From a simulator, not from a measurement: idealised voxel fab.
The document below concerns the process module designated voxel transistor to metal.
The figure presents cross-section cut, which has a width of 200 nm and is divided into square cells with an edge length of 5 nm.
Square cells in a grid make up a cross-section in this document, and the grid is given as bands, listed from the top down, each one or more rows of cells. Each band's line starts with the height of the band's top and of its bottom, in nm. Then come its materials from left to right, each with its width in nm. One material with "all across" fills the band from edge to edge. "empty" is empty space. Ref level 0: as-received wafer is one material below here. Bottom band extends down with no lower bound ("top 0, no bottom"). Width "30..40": first value at the band's top row of cells, second value at its bottom row, equal change from row to row. "nothing changed" for a step: no cell of the cross-section changed in that step. "Enclosed void inventory" contains a list of empty spaces, each no smaller than 8 cells and without an open way to the top, written in the form width x height at distance with the distance from the left edge and all three in nm. On a step's line, text after the settings is the simulator commenting on that step. Each step line may optionally specify "overlay nm", which for a step with a mask gives the rightward distance between the mask's planned place and where it lay, a negative value indicating the leftward direction. Pairs follow: section before one process step, section after it down to the lowest changed band, step with settings underneath. Pairs may come from different runs of this module on the same starting wafer; continuity with the pair above only as stated in the "Prior state" entry.

[Prior state]
> top 45, bottom 30 = polySi 80 nm; SiN 10 nm; SiCN 15 nm; SiN 10 nm; polySi 85 nm
> top 30, bottom 10 = polySi 80 nm; SiN 10 nm; polySi 15 nm; SiN 10 nm; polySi 85 nm
> top 10, bottom 0 = polySi 65 nm; pSi 15 nm; SiN 10 nm; polySi 15 nm; SiN 10 nm; pSi 15 nm; polySi 70 nm
> top 0, bottom -5 = polySi 45 nm; pSi 35 nm; SiO2 35 nm; pSi 35 nm; polySi 50 nm
> top -5, bottom -15 = SiO2 50 nm; pSi 30 nm; Si 35 nm; pSi 30 nm; SiO2 55 nm
> top -15, bottom -40 = SiO2 50 nm; Si 95 nm; SiO2 55 nm
> top -40, no bottom = Si all across
> Enclosed void inventory: none

[Post-Step Appearance]
> top 55, bottom 45 = SiO2 all across
> Under the height 45 nothing was changed.
> Enclosed void inventory: none
Q: step between the cross-sections above? A: DIRECTIONAL_DEP (material SiO2; thk nm 10)

Prior state: the after view from the pair directly above serves as the before view here.

[Post-Step Appearance]
> top 55, bottom 45 = SiO2 50 nm; empty 20 nm; SiO2 55 nm; empty 20 nm; SiO2 55 nm
> Under the height 45 nothing was changed.
> Enclosed void inventory: none
Q: step between the cross-sections above? A: MASKED_ETCH (tone open; mask id CONTACT; width nm 20; pitch nm 75; etch materials SiO2; depth nm 55; overlay nm 0)

Prior state: the after view from the pair directly above serves as the before view here.

[Post-Step Appearance]
> top 60, bottom 55 = TiN 55 nm; empty 10 nm; TiN 65 nm; empty 10 nm; TiN 60 nm
> top 55, bottom 50 = SiO2 50 nm; TiN 5 nm; empty 10 nm; TiN 5 nm; SiO2 55 nm; TiN 5 nm; empty 10 nm; TiN 5 nm; SiO2 55 nm
> top 50, bottom 45 = SiO2 50 nm; TiN 20 nm; SiO2 55 nm; TiN 20 nm; SiO2 55 nm
> Under the height 45 nothing was changed.
> Enclosed void inventory: none
Q: step between the cross-sections above? A: CONFORMAL_DEP (material TiN; thk nm 5)

Prior state: the after view from the pair directly above serves as the before view here.

[Post-Step Appearance]
> top 70, bottom 60 = Ru all across
> top 60, bottom 55 = TiN 55 nm; Ru 10 nm; TiN 65 nm; Ru 10 nm; TiN 60 nm
> top 55, bottom 50 = SiO2 50 nm; TiN 5 nm; Ru 10 nm; TiN 5 nm; SiO2 55 nm; TiN 5 nm; Ru 10 nm; TiN 5 nm; SiO2 55 nm
> Under the height 50 nothing was changed.
> Enclosed void inventory: none
Q: step between the cross-sections above? A: FILL_DEP (material Ru; thk nm 10)

Prior state: the after view from the pair directly above serves as the before view here.

[Post-Step Appearance]
> top 55, bottom 50 = SiO2 50 nm; TiN 5 nm; Ru 10 nm; TiN 5 nm; SiO2 55 nm; TiN 5 nm; Ru 10 nm; TiN 5 nm; SiO2 55 nm
> Under the height 50 nothing was changed.
> Enclosed void inventory: none
Q: step between the cross-sections above? A: CMP (height nm 55)

Prior state: the after view from the pair directly above serves as the before view here.

[Post-Step Appearance]
> top 60, bottom 55 = SiCN all across
> Under the height 55 nothing was changed.
> Enclosed void inventory: none
Q: step between the cross-sections above? A: CONFORMAL_DEP (material SiCN; thk nm 5)

Prior state: the after view from the pair directly above serves as the before view here.

[Post-Step Appearance]
> top 80, bottom 60 = SiO2 all across
> Under the height 60 nothing was changed.
> Enclosed void inventory: none
Q: step between the cross-sections above? A: DIRECTIONAL_DEP (material SiO2; thk nm 20)

Prior state: the after view from the pair directly above serves as the before view here.

[Post-Step Appearance]
> top 80, bottom 60 = SiO2 50 nm; empty 20 nm; SiO2 55 nm; empty 20 nm; SiO2 55 nm
> Under the height 60 nothing was changed.
> Enclosed void inventory: none
Q: step between the cross-sections above? A: MASKED_ETCH (tone open; mask id METAL_1; width nm 20; pitch nm 75; etch materials SiO2; depth nm 20; overlay nm 0)

Prior state: the after view from the pair directly above serves as the before view here.

[Post-Step Appearance]
> top 80, bottom 60 = SiO2 50 nm; empty 20 nm; SiO2 55 nm; empty 20 nm; SiO2 55 nm
> top 60, bottom 55 = SiCN 50 nm; empty 20 nm; SiCN 55 nm; empty 20 nm; SiCN 55 nm
> Under the height 55 nothing was changed.
> Enclosed void inventory: none
Q: step between the cross-sections above? A: MASKED_ETCH (tone open; mask id METAL_1; width nm 20; pitch nm 75; etch materials SiCN; depth nm 5; overlay nm 0)

Prior state: the after view from the pair directly above serves as the before view here.

[Post-Step Appearance]
> top 85, bottom 80 = TiN 55 nm; empty 10 nm; TiN 65 nm; empty 10 nm; TiN 60 nm
> top 80, bottom 60 = SiO2 50 nm; TiN 5 nm; empty 10 nm; TiN 5 nm; SiO2 55 nm; TiN 5 nm; empty 10 nm; TiN 5 nm; SiO2 55 nm
> top 60, bottom 55 = SiCN 50 nm; TiN 20 nm; SiCN 55 nm; TiN 20 nm; SiCN 55 nm
> Under the height 55 nothing was changed.
> Enclosed void inventory: none
Q: step between the cross-sections above? A: CONFORMAL_DEP (material TiN; thk nm 5)

Prior state: the after view from the pair directly above serves as the before view here.

[Post-Step Appearance]
> top 90, bottom 85 = Cu all across
> top 85, bottom 80 = TiN 55 nm; Cu 10 nm; TiN 65 nm; Cu 10 nm; TiN 60 nm
> top 80, bottom 60 = SiO2 50 nm; TiN 5 nm; Cu 10 nm; TiN 5 nm; SiO2 55 nm; TiN 5 nm; Cu 10 nm; TiN 5 nm; SiO2 55 nm
> Under the height 60 nothing was changed.
> Enclosed void inventory: none
Q: step between the cross-sections above? A: FILL_DEP (material Cu; thk nm 5)

Prior state: the after view from the pair directly above serves as the before view here.

[Post-Step Appearance]
> top 80, bottom 60 = SiO2 50 nm; TiN 5 nm; Cu 10 nm; TiN 5 nm; SiO2 55 nm; TiN 5 nm; Cu 10 nm; TiN 5 nm; SiO2 55 nm
> Under the height 60 nothing was changed.
> Enclosed void inventory: none
Q: step between the cross-sections above? A: CMP (height nm 80)

Prior state: the after view from the pair directly above serves as the before view here.

[Post-Step Appearance]
> top 85, bottom 80 = SiCN all across
> Under the height 80 nothing was changed.
> Enclosed void inventory: none
Q: step between the cross-sections above? A: CONFORMAL_DEP (material SiCN; thk nm 5)

Prior state: the after view from the pair directly above serves as the before view here.

[Post-Step Appearance]
> top 120, bottom 85 = lowk all across
> Under the height 85 nothing was changed.
> Enclosed void inventory: none
Q: step between the cross-sections above? A: DIRECTIONAL_DEP (material lowk; thk nm 35)

Prior state: the after view from the pair directly above serves as the before view here.

[Post-Step Appearance]
> top 135, bottom 120 = resist 50 nm; empty 20 nm; resist 55 nm; empty 20 nm; resist 55 nm
> Under the height 120 nothing was changed.
> Enclosed void inventory: none
Q: step between the cross-sections above? A: PATTERN (tone open; mask id METAL_2; material resist; width nm 20; pitch nm 75; thk nm 15; overlay nm 0)

Prior state: the after view from the pair directly above serves as the before view here.

[Post-Step Appearance]
> top 135, bottom 120 = resist 50 nm; empty 20 nm; resist 55 nm; empty 20 nm; resist 55 nm
> top 120, bottom 100 = lowk 50 nm; empty 20 nm; lowk 55 nm; empty 20 nm; lowk 55 nm
> Under the height 100 nothing was changed.
> Enclosed void inventory: none
Q: step between the cross-sections above? A: DIRECTIONAL_ETCH (etch materials lowk; depth nm 20)

Prior state: the after view from the pair directly above serves as the before view here.

[Post-Step Appearance]
> top 120, bottom 100 = lowk 50 nm; empty 20 nm; lowk 55 nm; empty 20 nm; lowk 55 nm
> Under the height 100 nothing was changed.
> Enclosed void inventory: none
Q: step between the cross-sections above? A: STRIP (etch materials resist)

Prior state: the after view from the pair directly above serves as the before view here.

[Post-Step Appearance]
> top 120, bottom 100 = lowk 50 nm; empty 20 nm; lowk 55 nm; empty 20 nm; lowk 55 nm
> top 100, bottom 85 = lowk 50 nm; empty 15 nm; lowk 60 nm; empty 15 nm; lowk 60 nm
> Under the height 85 nothing was changed.
> Enclosed void inventory: none
Q: step between the cross-sections above? A: MASKED_ETCH (tone open; mask id METAL_2_HOLES; width nm 15; pitch nm 75; etch materials lowk; depth nm 15; overlay nm 0)

Prior state: the after view from the pair directly above serves as the before view here.

[Post-Step Appearance]
> top 120, bottom 100 = lowk 50 nm; empty 20 nm; lowk 55 nm; empty 20 nm; lowk 55 nm
> top 100, bottom 85 = lowk 50 nm; empty 15 nm; lowk 60 nm; empty 15 nm; lowk 60 nm
> top 85, bottom 80 = SiCN 50 nm; empty 15 nm; SiCN 60 nm; empty 15 nm; SiCN 60 nm
> Under the height 80 nothing was changed.
> Enclosed void inventory: none
Q: step between the cross-sections above? A: MASKED_ETCH (tone open; mask id METAL_2_HOLES; width nm 15; pitch nm 75; etch materials SiCN; depth nm 5; overlay nm 0)

Prior state: the after view from the pair directly above serves as the before view here.

[Post-Step Appearance]
> top 125, bottom 120 = TiN 55 nm; empty 10 nm; TiN 65 nm; empty 10 nm; TiN 60 nm
> top 120, bottom 105 = lowk 50 nm; TiN 5 nm; empty 10 nm; TiN 5 nm; lowk 55 nm; TiN 5 nm; empty 10 nm; TiN 5 nm; lowk 55 nm
> top 105, bottom 100 = lowk 50 nm; TiN 5 nm; empty 5 nm; TiN 10 nm; lowk 55 nm; TiN 5 nm; empty 5 nm; TiN 10 nm; lowk 55 nm
> top 100, bottom 85 = lowk 50 nm; TiN 5 nm; empty 5 nm; TiN 5 nm; lowk 60 nm; TiN 5 nm; empty 5 nm; TiN 5 nm; lowk 60 nm
> top 85, bottom 80 = SiCN 50 nm; TiN 15 nm; SiCN 60 nm; TiN 15 nm; SiCN 60 nm
> Under the height 80 nothing was changed.
> Enclosed void inventory: none
Q: step between the cross-sections above? A: CONFORMAL_DEP (material TiN; thk nm 5)

Prior state: the after view from the pair directly above serves as the before view here.

[Post-Step Appearance]
> top 130, bottom 125 = Ru all across
> top 125, bottom 120 = TiN 55 nm; Ru 10 nm; TiN 65 nm; Ru 10 nm; TiN 60 nm
> top 120, bottom 105 = lowk 50 nm; TiN 5 nm; Ru 10 nm; TiN 5 nm; lowk 55 nm; TiN 5 nm; Ru 10 nm; TiN 5 nm; lowk 55 nm
> top 105, bottom 100 = lowk 50 nm; TiN 5 nm; Ru 5 nm; TiN 10 nm; lowk 55 nm; TiN 5 nm; Ru 5 nm; TiN 10 nm; lowk 55 nm
> top 100, bottom 85 = lowk 50 nm; TiN 5 nm; Ru 5 nm; TiN 5 nm; lowk 60 nm; TiN 5 nm; Ru 5 nm; TiN 5 nm; lowk 60 nm
> Under the height 85 nothing was changed.
> Enclosed void inventory: none
Q: step between the cross-sections above? A: FILL_DEP (material Ru; thk nm 5)

Prior state: the after view from the pair directly above serves as the before view here.

[Post-Step Appearance]
> top 120, bottom 105 = lowk 50 nm; TiN 5 nm; Ru 10 nm; TiN 5 nm; lowk 55 nm; TiN 5 nm; Ru 10 nm; TiN 5 nm; lowk 55 nm
> Under the height 105 nothing was changed.
> Enclosed void inventory: none
Q: step between the cross-sections above? A: CMP (height nm 120)

Prior state: the after view from the pair directly above serves as the before view here.

[Post-Step Appearance]
> top 125, bottom 120 = SiN all across
> Under the height 120 nothing was changed.
> Enclosed void inventory: none
Q: step between the cross-sections above? A: CONFORMAL_DEP (material SiN; thk nm 5)

[Prior state]
> top 55, bottom 45 = SiO2 all across
> top 45, bottom 30 = SiO2 80 nm; SiN 10 nm; SiCN 15 nm; SiN 10 nm; SiO2 85 nm
> top 30, bottom 10 = SiO2 80 nm; SiN 10 nm; polySi 15 nm; SiN 10 nm; SiO2 85 nm
> top 10, bottom 0 = SiO2 65 nm; pSi 15 nm; SiN 10 nm; polySi 15 nm; SiN 10 nm; pSi 15 nm; SiO2 70 nm
> top 0, bottom -5 = SiO2 45 nm; pSi 35 nm; SiO2 35 nm; pSi 35 nm; SiO2 50 nm
> top -5, bottom -15 = SiO2 50 nm; pSi 30 nm; Si 35 nm; pSi 30 nm; SiO2 55 nm
> top -15, bottom -40 = SiO2 50 nm; Si 95 nm; SiO2 55 nm
> top -40, no bottom = Si all across
> Enclosed void inventory: none

[Post-Step Appearance]
> top 55, bottom 45 = empty 50 nm; SiO2 20 nm; empty 55 nm; SiO2 20 nm; empty 55 nm
> top 45, bottom 30 = empty 50 nm; SiO2 20 nm; empty 10 nm; SiN 10 nm; SiCN 15 nm; SiN 10 nm; empty 10 nm; SiO2 20 nm; empty 55 nm
> top 30, bottom 10 = empty 50 nm; SiO2 20 nm; empty 10 nm; SiN 10 nm; polySi 15 nm; SiN 10 nm; empty 10 nm; SiO2 20 nm; empty 55 nm
> top 10, bottom 0 = empty 50 nm; SiO2 15 nm; pSi 15 nm; SiN 10 nm; polySi 15 nm; SiN 10 nm; pSi 15 nm; SiO2 15 nm; empty 55 nm
> Under the height 0 nothing was changed.
> Enclosed void inventory: none
Q: step between the cross-sections above? A: MASKED_ETCH (tone cover; mask id CONTACT; width nm 20; pitch nm 75; etch materials SiO2; depth nm 55; overlay nm 0)

Prior state: the after view from the pair directly above serves as the before view here.

[Post-Step Appearance]
> top 60, bottom 55 = empty 45 nm; TiN 30 nm; empty 45 nm; TiN 30 nm; empty 50 nm
> top 55, bottom 50 = empty 45 nm; TiN 5 nm; SiO2 20 nm; TiN 5 nm; empty 45 nm; TiN 5 nm; SiO2 20 nm; TiN 5 nm; empty 50 nm
> top 50, bottom 45 = empty 45 nm; TiN 5 nm; SiO2 20 nm; TiN 55 nm; SiO2 20 nm; TiN 5 nm; empty 50 nm
> top 45, bottom 30 = empty 45 nm; TiN 5 nm; SiO2 20 nm; TiN 10 nm; SiN 10 nm; SiCN 15 nm; SiN 10 nm; TiN 10 nm; SiO2 20 nm; TiN 5 nm; empty 50 nm
> top 30, bottom 10 = empty 45 nm; TiN 5 nm; SiO2 20 nm; TiN 10 nm; SiN 10 nm; polySi 15 nm; SiN 10 nm; TiN 10 nm; SiO2 20 nm; TiN 5 nm; empty 50 nm
> top 10, bottom 5 = empty 45 nm; TiN 5 nm; SiO2 15 nm; pSi 15 nm; SiN 10 nm; polySi 15 nm; SiN 10 nm; pSi 15 nm; SiO2 15 nm; TiN 5 nm; empty 50 nm
> top 5, bottom 0 = TiN 50 nm; SiO2 15 nm; pSi 15 nm; SiN 10 nm; polySi 15 nm; SiN 10 nm; pSi 15 nm; SiO2 15 nm; TiN 55 nm
> Under the height 0 nothing was changed.
> Enclosed void inventory: none
Q: step between the cross-sections above? A: CONFORMAL_DEP (material TiN; thk nm 5)

Prior state: the after view from the pair directly above serves as the before view here.

[Post-Step Appearance]
> top 70, bottom 60 = Ru all across
> top 60, bottom 55 = Ru 45 nm; TiN 30 nm; Ru 45 nm; TiN 30 nm; Ru 50 nm
> top 55, bottom 50 = Ru 45 nm; TiN 5 nm; SiO2 20 nm; TiN 5 nm; Ru 45 nm; TiN 5 nm; SiO2 20 nm; TiN 5 nm; Ru 50 nm
> top 50, bottom 45 = Ru 45 nm; TiN 5 nm; SiO2 20 nm; TiN 55 nm; SiO2 20 nm; TiN 5 nm; Ru 50 nm
> top 45, bottom 30 = Ru 45 nm; TiN 5 nm; SiO2 20 nm; TiN 10 nm; SiN 10 nm; SiCN 15 nm; SiN 10 nm; TiN 10 nm; SiO2 20 nm; TiN 5 nm; Ru 50 nm
> top 30, bottom 10 = Ru 45 nm; TiN 5 nm; SiO2 20 nm; TiN 10 nm; SiN 10 nm; polySi 15 nm; SiN 10 nm; TiN 10 nm; SiO2 20 nm; TiN 5 nm; Ru 50 nm
> top 10, bottom 5 = Ru 45 nm; TiN 5 nm; SiO2 15 nm; pSi 15 nm; SiN 10 nm; polySi 15 nm; SiN 10 nm; pSi 15 nm; SiO2 15 nm; TiN 5 nm; Ru 50 nm
> Under the height 5 nothing was changed.
> Enclosed void inventory: none
Q: step between the cross-sections above? A: FILL_DEP (material Ru; thk nm 10)

Prior state: the after view from the pair directly above serves as the before view here.

[Post-Step Appearance]
> top 55, bottom 50 = Ru 45 nm; TiN 5 nm; SiO2 20 nm; TiN 5 nm; Ru 45 nm; TiN 5 nm; SiO2 20 nm; TiN 5 nm; Ru 50 nm
> Under the height 50 nothing was changed.
> Enclosed void inventory: none
Q: step between the cross-sections above? A: CMP (height nm 55)

Prior state: the after view from the pair directly above serves as the before view here.

[Post-Step Appearance]
> top 60, bottom 55 = SiCN all across
> Under the height 55 nothing was changed.
> Enclosed void inventory: none
Q: step between the cross-sections above? A: CONFORMAL_DEP (material SiCN; thk nm 5)

Prior state: the after view from the pair directly above serves as the before view here.

[Post-Step Appearance]
> top 80, bottom 60 = SiO2 all across
> Under the height 60 nothing was changed.
> Enclosed void inventory: none
Q: step between the cross-sections above? A: DIRECTIONAL_DEP (material SiO2; thk nm 20)

Prior state: the after view from the pair directly above serves as the before view here.

[Post-Step Appearance]
> top 80, bottom 60 = SiO2 50 nm; empty 20 nm; SiO2 55 nm; empty 20 nm; SiO2 55 nm
> Under the height 60 nothing was changed.
> Enclosed void inventory: none
Q: step between the cross-sections above? A: MASKED_ETCH (tone open; mask id METAL_1; width nm 20; pitch nm 75; etch materials SiO2; depth nm 20; overlay nm 0)

Prior state: the after view from the pair directly above serves as the before view here.

[Post-Step Appearance]
> top 80, bottom 60 = SiO2 50 nm; empty 20 nm; SiO2 55 nm; empty 20 nm; SiO2 55 nm
> top 60, bottom 55 = SiCN 50 nm; empty 20 nm; SiCN 55 nm; empty 20 nm; SiCN 55 nm
> Under the height 55 nothing was changed.
> Enclosed void inventory: none
Q: step between the cross-sections above? A: MASKED_ETCH (tone open; mask id METAL_1; width nm 20; pitch nm 75; etch materials SiCN; depth nm 5; overlay nm 0)

Prior state: the after view from the pair directly above serves as the before view here.

[Post-Step Appearance]
> top 85, bottom 80 = TiN 55 nm; empty 10 nm; TiN 65 nm; empty 10 nm; TiN 60 nm
> top 80, bottom 60 = SiO2 50 nm; TiN 5 nm; empty 10 nm; TiN 5 nm; SiO2 55 nm; TiN 5 nm; empty 10 nm; TiN 5 nm; SiO2 55 nm
> top 60, bottom 55 = SiCN 50 nm; TiN 20 nm; SiCN 55 nm; TiN 20 nm; SiCN 55 nm
> Under the height 55 nothing was changed.
> Enclosed void inventory: none
Q: step between the cross-sections above? A: CONFORMAL_DEP (material TiN; thk nm 5)

Prior state: the after view from the pair directly above serves as the before view here.

[Post-Step Appearance]
> top 90, bottom 85 = Cu all across
> top 85, bottom 80 = TiN 55 nm; Cu 10 nm; TiN 65 nm; Cu 10 nm; TiN 60 nm
> top 80, bottom 60 = SiO2 50 nm; TiN 5 nm; Cu 10 nm; TiN 5 nm; SiO2 55 nm; TiN 5 nm; Cu 10 nm; TiN 5 nm; SiO2 55 nm
> Under the height 60 nothing was changed.
> Enclosed void inventory: none
Q: step between the cross-sections above? A: FILL_DEP (material Cu; thk nm 5)

Prior state: the after view from the pair directly above serves as the before view here.

[Post-Step Appearance]
> top 80, bottom 60 = SiO2 50 nm; TiN 5 nm; Cu 10 nm; TiN 5 nm; SiO2 55 nm; TiN 5 nm; Cu 10 nm; TiN 5 nm; SiO2 55 nm
> Under the height 60 nothing was changed.
> Enclosed void inventory: none
Q: step between the cross-sections above? A: CMP (height nm 80)

Prior state: the after view from the pair directly above serves as the before view here.

[Post-Step Appearance]
> top 85, bottom 80 = SiCN all across
> Under the height 80 nothing was changed.
> Enclosed void inventory: none
Q: step between the cross-sections above? A: CONFORMAL_DEP (material SiCN; thk nm 5)

Prior state: the after view from the pair directly above serves as the before view here.

[Post-Step Appearance]
> top 120, bottom 85 = lowk all across
> Under the height 85 nothing was changed.
> Enclosed void inventory: none
Q: step between the cross-sections above? A: DIRECTIONAL_DEP (material lowk; thk nm 35)

Prior state: the after view from the pair directly above serves as the before view here.

[Post-Step Appearance]
> top 135, bottom 120 = resist 50 nm; empty 20 nm; resist 55 nm; empty 20 nm; resist 55 nm
> Under the height 120 nothing was changed.
> Enclosed void inventory: none
Q: step between the cross-sections above? A: PATTERN (tone open; mask id METAL_2; material resist; width nm 20; pitch nm 75; thk nm 15; overlay nm 0)

Prior state: the after view from the pair directly above serves as the before view here.

[Post-Step Appearance]
> top 135, bottom 120 = resist 50 nm; empty 20 nm; resist 55 nm; empty 20 nm; resist 55 nm
> top 120, bottom 100 = lowk 50 nm; empty 20 nm; lowk 55 nm; empty 20 nm; lowk 55 nm
> Under the height 100 nothing was changed.
> Enclosed void inventory: none
Q: step between the cross-sections above? A: DIRECTIONAL_ETCH (etch materials lowk; depth nm 20)

Prior state: the after view from the pair directly above serves as the before view here.

[Post-Step Appearance]
> top 120, bottom 100 = lowk 50 nm; empty 20 nm; lowk 55 nm; empty 20 nm; lowk 55 nm
> Under the height 100 nothing was changed.
> Enclosed void inventory: none
Q: step between the cross-sections above? A: STRIP (etch materials resist)

Prior state: the after view from the pair directly above serves as the before view here.

[Post-Step Appearance]
> top 120, bottom 100 = lowk 50 nm; empty 20 nm; lowk 55 nm; empty 20 nm; lowk 55 nm
> top 100, bottom 85 = lowk 50 nm; empty 15 nm; lowk 60 nm; empty 15 nm; lowk 60 nm
> Under the height 85 nothing was changed.
> Enclosed void inventory: none
Q: step between the cross-sections above? A: MASKED_ETCH (tone open; mask id METAL_2_HOLES; width nm 15; pitch nm 75; etch materials lowk; depth nm 15; overlay nm 0)

Prior state: the after view from the pair directly above serves as the before view here.

[Post-Step Appearance]
> top 120, bottom 100 = lowk 50 nm; empty 20 nm; lowk 55 nm; empty 20 nm; lowk 55 nm
> top 100, bottom 85 = lowk 50 nm; empty 15 nm; lowk 60 nm; empty 15 nm; lowk 60 nm
> top 85, bottom 80 = SiCN 50 nm; empty 15 nm; SiCN 60 nm; empty 15 nm; SiCN 60 nm
> Under the height 80 nothing was changed.
> Enclosed void inventory: none
Q: step between the cross-sections above? A: MASKED_ETCH (tone open; mask id METAL_2_HOLES; width nm 15; pitch nm 75; etch materials SiCN; depth nm 5; overlay nm 0)

Prior state: the after view from the pair directly above serves as the before view here.

[Post-Step Appearance]
> top 125, bottom 120 = TiN 55 nm; empty 10 nm; TiN 65 nm; empty 10 nm; TiN 60 nm
> top 120, bottom 105 = lowk 50 nm; TiN 5 nm; empty 10 nm; TiN 5 nm; lowk 55 nm; TiN 5 nm; empty 10 nm; TiN 5 nm; lowk 55 nm
> top 105, bottom 100 = lowk 50 nm; TiN 5 nm; empty 5 nm; TiN 10 nm; lowk 55 nm; TiN 5 nm; empty 5 nm; TiN 10 nm; lowk 55 nm
> top 100, bottom 85 = lowk 50 nm; TiN 5 nm; empty 5 nm; TiN 5 nm; lowk 60 nm; TiN 5 nm; empty 5 nm; TiN 5 nm; lowk 60 nm
> top 85, bottom 80 = SiCN 50 nm; TiN 15 nm; SiCN 60 nm; TiN 15 nm; SiCN 60 nm
> Under the height 80 nothing was changed.
> Enclosed void inventory: none
Q: step between the cross-sections above? A: CONFORMAL_DEP (material TiN; thk nm 5)

Prior state: the after view from the pair directly above serves as the before view here.

[Post-Step Appearance]
> top 130, bottom 125 = Ru all across
> top 125, bottom 120 = TiN 55 nm; Ru 10 nm; TiN 65 nm; Ru 10 nm; TiN 60 nm
> top 120, bottom 105 = lowk 50 nm; TiN 5 nm; Ru 10 nm; TiN 5 nm; lowk 55 nm; TiN 5 nm; Ru 10 nm; TiN 5 nm; lowk 55 nm
> top 105, bottom 100 = lowk 50 nm; TiN 5 nm; Ru 5 nm; TiN 10 nm; lowk 55 nm; TiN 5 nm; Ru 5 nm; TiN 10 nm; lowk 55 nm
> top 100, bottom 85 = lowk 50 nm; TiN 5 nm; Ru 5 nm; TiN 5 nm; lowk 60 nm; TiN 5 nm; Ru 5 nm; TiN 5 nm; lowk 60 nm
> Under the height 85 nothing was changed.
> Enclosed void inventory: none
Q: step between the cross-sections above? A: FILL_DEP (material Ru; thk nm 5)

Prior state: the after view from the pair directly above serves as the before view here.

[Post-Step Appearance]
> top 120, bottom 105 = lowk 50 nm; TiN 5 nm; Ru 10 nm; TiN 5 nm; lowk 55 nm; TiN 5 nm; Ru 10 nm; TiN 5 nm; lowk 55 nm
> Under the height 105 nothing was changed.
> Enclosed void inventory: none
Q: step between the cross-sections above? A: CMP (height nm 120)

Prior state: the after view from the pair directly above serves as the before view here.

[Post-Step Appearance]
> top 125, bottom 120 = SiN all across
> Under the height 120 nothing was changed.
> Enclosed void inventory: none
Q: step between the cross-sections above? A: CONFORMAL_DEP (material SiN; thk nm 5)
